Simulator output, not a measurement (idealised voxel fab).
The process module presented herein is designated voxel ribs on slabs.
This is section cut - it's 230 nm across, gridded in 5 nm square cells.
Format of a cross-section: grid, square cells. Given as bands. Order: top down. Band: one or more rows of cells.
Each band's line starts with the height of the band's top and of its bottom, in nm. Then come its materials from left to right, each with its width in nm. One material with "edge to edge" fills the band from edge to edge. "blank" is empty space.
Where do heights start? At 0: under that level the wafer as delivered is made of one material only. And the lowest band has no floor; it just carries on downward, as in "0 down".
Think of "30->40" as a width that walks from the first number to the second as you go down the band, top row to bottom row, taking equal-sized steps from row to row.
"nothing was modified" for a step: no cell of the cross-section changed in that step.
"Sealed internal cavities" specifies each empty space that is not open to the top and that occupies no fewer than 8 cells, using the form width x height at distance, the distance measured from the left edge and all three quantities in nm.
Past the settings on a step's line: simulator remark, on that step.
overlay nm: for a step with a mask, the amount by which the mask lay right of where it was planned; a negative amount means left of it.
HERE'S WHAT THE PLANNED PROCESS STEPS LOOK LIKE
- 1: RECEIVE with material Si
- 2: DIRECTIONAL_DEP with material SiO2, thk nm 25
- 3: DIRECTIONAL_DEP with material SiN, thk nm 20
- 4: PATTERN with tone cover, mask id RIB, material resist, width nm 20, thk nm 15, overlay nm 0
- 5: DIRECTIONAL_ETCH with etch materials SiN, depth nm 5
- 6: STRIP with etch materials resist
- 7: PATTERN with tone cover, mask id SLAB, material resist, width nm 50, thk nm 20, overlay nm 0
- 8: DIRECTIONAL_ETCH with etch materials SiN, depth nm 15
- 9: STRIP with etch materials resist
- 10: FILL_DEP with material SiO2, thk nm 15
- 11: CMP with height nm 55
- 12: DIRECTIONAL_DEP with material W, thk nm 5
- 13: PATTERN with tone cover, mask id HEATER, material resist, width nm 20, thk nm 20, overlay nm 0
- 14: DIRECTIONAL_ETCH with etch materials W, depth nm 5
- 15: STRIP with etch materials resist
- 16: CONFORMAL_DEP with material SiN, thk nm 10
What sets these wafers apart? The width nm at step 13. They all start alike, and the plan carries the first wafer's value.
CROSS-SECTION OF THE FIRST OF SEVERAL WAFERS ON RECEIPT, REFLECTING COMPLETION OF STEP 1
  0 down = Si edge to edge
  Sealed internal cavities: none
END OF MODULE: CROSS-SECTION OF THE FIRST OF SEVERAL WAFERS AFTER STEP 16, THE LAST STEP
  70 to 65 = blank 95, then SiN 40, then blank 95
  65 to 60 = SiN edge to edge
  60 to 55 = SiN 105, then W 20, then SiN 105
  55 to 45 = SiO2 edge to edge
  45 to 40 = SiO2 105, then SiN 20, then SiO2 105
  40 to 25 = SiO2 90, then SiN 50, then SiO2 90
  25 to 0 = SiO2 edge to edge
  0 down = Si edge to edge
  Sealed internal cavities: none
HERE'S THE LAST WAFER CROSS-SECTIONED AT THE END OF THE MODULE
  70 to 65 = blank 85, then SiN 65, then blank 80
  65 to 60 = SiN edge to edge
  60 to 55 = SiN 95, then W 45, then SiN 90
  55 to 45 = SiO2 edge to edge
  45 to 40 = SiO2 105, then SiN 20, then SiO2 105
  40 to 25 = SiO2 90, then SiN 50, then SiO2 90
  25 to 0 = SiO2 edge to edge
  0 down = Si edge to edge
  Sealed internal cavities: none
SO IN THIS TABLE EVERY WAFER GETS ITS OWN ROW, AND WHAT YOU SEE IS WHERE IT STANDS AT THE END OF THE MODULE: FOR EACH MATERIAL, HOW MANY CELLS IT PICKED UP (+) OR GAVE UP (-) SINCE WE RECEIVED IT, AND AFTER THAT ITS CLOSED VOIDS
width nm 20; +130 SiN; +472 SiO2; +4 W; Sealed internal cavities: none
width nm 25; +130 SiN; +472 SiO2; +5 W; Sealed internal cavities: none
width nm 30; +130 SiN; +472 SiO2; +6 W; Sealed internal cavities: none
width nm 35; +130 SiN; +472 SiO2; +7 W; Sealed internal cavities: none
width nm 40; +130 SiN; +472 SiO2; +8 W; Sealed internal cavities: none
width nm 45; +130 SiN; +472 SiO2; +9 W; Sealed internal cavities: none
